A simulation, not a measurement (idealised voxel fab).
You're looking at the process module voxel self aligned vias.
Section shown: cut. Width: 285 nm. Cell size: 5 nm, square.
Reading order for cross-sections: top band down to bottom band. Underlying form: a grid of square cells. Band size: one or more rows of cells. The entry gives the band's vertical extent as a top height and a bottom height in nm, then its horizontal make-up as materials from left to right, each with a width in nm. "empty" stands for empty space; a single material marked "edge to edge" fills the band edge to edge. Beneath 0, the wafer as received is one material, and that level is where height counting begins. The lowest band goes on downward without a bottom; it is written like "from 0 down". The two numbers in a width such as "30->40" mark its ends across the band: the first belongs to the top row of cells, the second to the bottom row, and from each row to the next the width moves by the same amount. Step note "no modifications" = no cross-section cell changed. Empty spaces without an open route to the top, at least 8 cells in extent, make up the entry "Entrapped voids"; each is given as width x height at distance, where the distance is measured from the left edge, and all are in nm. Formally, on a step line, whatever follows the settings is a remark that the simulator itself makes on the step. You can add "overlay nm" to a step's line. For a step with a mask, it describes how far the mask lay to the right of its planned position, and a negative number describes a lay to the left.

# Below is the list of planned process steps
1) RECEIVE [material Si]
2) CONFORMAL_DEP [material SiO2] [thk nm 10]
3) CONFORMAL_DEP [material SiCN] [thk nm 5]
4) DIRECTIONAL_DEP [material lowk] [thk nm 30]
5) MASKED_ETCH [tone open] [mask id LINES] [width nm 30] [pitch nm 75] [etch materials lowk] [depth nm 30] [overlay nm 0]
6) CONFORMAL_DEP [material TiN] [thk nm 5]
7) FILL_DEP [material Ru] [thk nm 5]
8) CMP [height nm 45]
9) SELECTIVE_ETCH [etch materials W Ru TiN] [depth nm 5]
10) FILL_DEP [material SiN] [thk nm 5]
11) CMP [height nm 45]
12) DIRECTIONAL_DEP [material lowk] [thk nm 20]
13) MASKED_ETCH [tone open] [mask id VIAS] [width nm 50] [pitch nm 75] [etch materials lowk] [depth nm 20] [overlay nm 0]
14) MASKED_ETCH [tone open] [mask id VIAS] [width nm 50] [pitch nm 75] [etch materials SiN] [depth nm 5] [overlay nm 0]
15) CONFORMAL_DEP [material TiN] [thk nm 5]
16) FILL_DEP [material Cu] [thk nm 5]
17) CMP [height nm 65]
18) CONFORMAL_DEP [material SiCN] [thk nm 5]

# Account of the first of two wafers, which was processed as intended

# as received, after step 1
    from 0 down: Si edge to edge
    Entrapped voids: none

# Presented here is a cross-section of the wafer after step 2 has been performed
    from 10 to 0: SiO2 edge to edge
    Below 0, no change.

# Presented here is a cross-section of the wafer after step 3 has been performed
    from 15 to 10: SiCN edge to edge
    Below 10, no change.

# Presented here is a cross-section of the wafer after step 4 has been performed
    from 45 to 15: lowk edge to edge
    Below 15, no change.

# Presented here is a cross-section of the wafer after step 5 has been performed
    from 45 to 15: lowk=90  empty=30  lowk=45  empty=30  lowk=90
    Below 15, no change.

# Presented here is a cross-section of the wafer after step 6 has been performed
    from 50 to 45: TiN=95  empty=20  TiN=55  empty=20  TiN=95
    from 45 to 20: lowk=90  TiN=5  empty=20  TiN=5  lowk=45  TiN=5  empty=20  TiN=5  lowk=90
    from 20 to 15: lowk=90  TiN=30  lowk=45  TiN=30  lowk=90
    Below 15, no change.

# Presented here is a cross-section of the wafer after step 7 has been performed
    from 55 to 50: Ru edge to edge
    from 50 to 45: TiN=95  Ru=20  TiN=55  Ru=20  TiN=95
    from 45 to 20: lowk=90  TiN=5  Ru=20  TiN=5  lowk=45  TiN=5  Ru=20  TiN=5  lowk=90
    Below 20, no change.

# Presented here is a cross-section of the wafer after step 8 has been performed
    from 45 to 20: lowk=90  TiN=5  Ru=20  TiN=5  lowk=45  TiN=5  Ru=20  TiN=5  lowk=90
    Below 20, no change.

# Presented here is a cross-section of the wafer after step 9 has been performed
    from 45 to 40: lowk=90  empty=30  lowk=45  empty=30  lowk=90
    Below 40, no change.

# Presented here is a cross-section of the wafer after step 10 has been performed
    from 50 to 45: SiN edge to edge
    from 45 to 40: lowk=90  SiN=30  lowk=45  SiN=30  lowk=90
    Below 40, no change.

# Presented here is a cross-section of the wafer after step 11 has been performed
    from 45 to 40: lowk=90  SiN=30  lowk=45  SiN=30  lowk=90
    Below 40, no change.

# Presented here is a cross-section of the wafer after step 12 has been performed
    from 65 to 45: lowk edge to edge
    Below 45, no change.

# Presented here is a cross-section of the wafer after step 13 has been performed
    from 65 to 45: lowk=80  empty=50  lowk=25  empty=50  lowk=80
    Below 45, no change.

# Presented here is a cross-section of the wafer after step 14 has been performed
    from 65 to 45: lowk=80  empty=50  lowk=25  empty=50  lowk=80
    from 45 to 40: lowk=90  empty=30  lowk=45  empty=30  lowk=90
    Below 40, no change.

# Presented here is a cross-section of the wafer after step 15 has been performed
    from 70 to 65: TiN=85  empty=40  TiN=35  empty=40  TiN=85
    from 65 to 50: lowk=80  TiN=5  empty=40  TiN=5  lowk=25  TiN=5  empty=40  TiN=5  lowk=80
    from 50 to 45: lowk=80  TiN=15  empty=20  TiN=15  lowk=25  TiN=15  empty=20  TiN=15  lowk=80
    from 45 to 40: lowk=90  TiN=30  lowk=45  TiN=30  lowk=90
    Below 40, no change.

# Presented here is a cross-section of the wafer after step 16 has been performed
    from 75 to 70: Cu edge to edge
    from 70 to 65: TiN=85  Cu=40  TiN=35  Cu=40  TiN=85
    from 65 to 50: lowk=80  TiN=5  Cu=40  TiN=5  lowk=25  TiN=5  Cu=40  TiN=5  lowk=80
    from 50 to 45: lowk=80  TiN=15  Cu=20  TiN=15  lowk=25  TiN=15  Cu=20  TiN=15  lowk=80
    Below 45, no change.

# Presented here is a cross-section of the wafer after step 17 has been performed
    from 65 to 50: lowk=80  TiN=5  Cu=40  TiN=5  lowk=25  TiN=5  Cu=40  TiN=5  lowk=80
    Below 50, no change.

# Presented here is a cross-section of the wafer after step 18 has been performed
    from 70 to 65: SiCN edge to edge
    Below 65, no change.

# Now the other wafer: same start, same recipe, but we messed up one thing when running it. Up to and including step 12 it's the same as the first one

# Second wafer shown in cross-section at the time step 13 was slated to end
    from 65 to 45: empty=80  lowk=50  empty=25  lowk=50  empty=80
    Below 45, no change.

Second wafer shown in cross-section at the time step 14 was slated to end: no modifications

# Second wafer shown in cross-section at the time step 15 was slated to end
    from 70 to 65: empty=75  TiN=60  empty=15  TiN=60  empty=75
    from 65 to 50: empty=75  TiN=5  lowk=50  TiN=5  empty=15  TiN=5  lowk=50  TiN=5  empty=75
    from 50 to 45: TiN=80  lowk=50  TiN=25  lowk=50  TiN=80
    Below 45, no change.

# Second wafer shown in cross-section at the time step 16 was slated to end
    from 75 to 70: Cu edge to edge
    from 70 to 65: Cu=75  TiN=60  Cu=15  TiN=60  Cu=75
    from 65 to 50: Cu=75  TiN=5  lowk=50  TiN=5  Cu=15  TiN=5  lowk=50  TiN=5  Cu=75
    Below 50, no change.

# Second wafer shown in cross-section at the time step 17 was slated to end
    from 65 to 50: Cu=75  TiN=5  lowk=50  TiN=5  Cu=15  TiN=5  lowk=50  TiN=5  Cu=75
    Below 50, no change.

# Second wafer shown in cross-section at the time step 18 was slated to end
    from 70 to 65: SiCN edge to edge
    Below 65, no change.
What went wrong in running the wafer? it should be noted that step 13 was executed with settings other than those planned, the operation and settings actually applied being MASKED_ETCH [tone cover] [mask id VIAS] [width nm 50] [pitch nm 75] [etch materials lowk] [depth nm 20] [overlay nm 0]
In the final state, the cell counts of the second wafer exceed or fall short of those of the first for the following materials: 43 more of Cu, 12 more of SiN, 13 more of TiN, 68 fewer of lowk
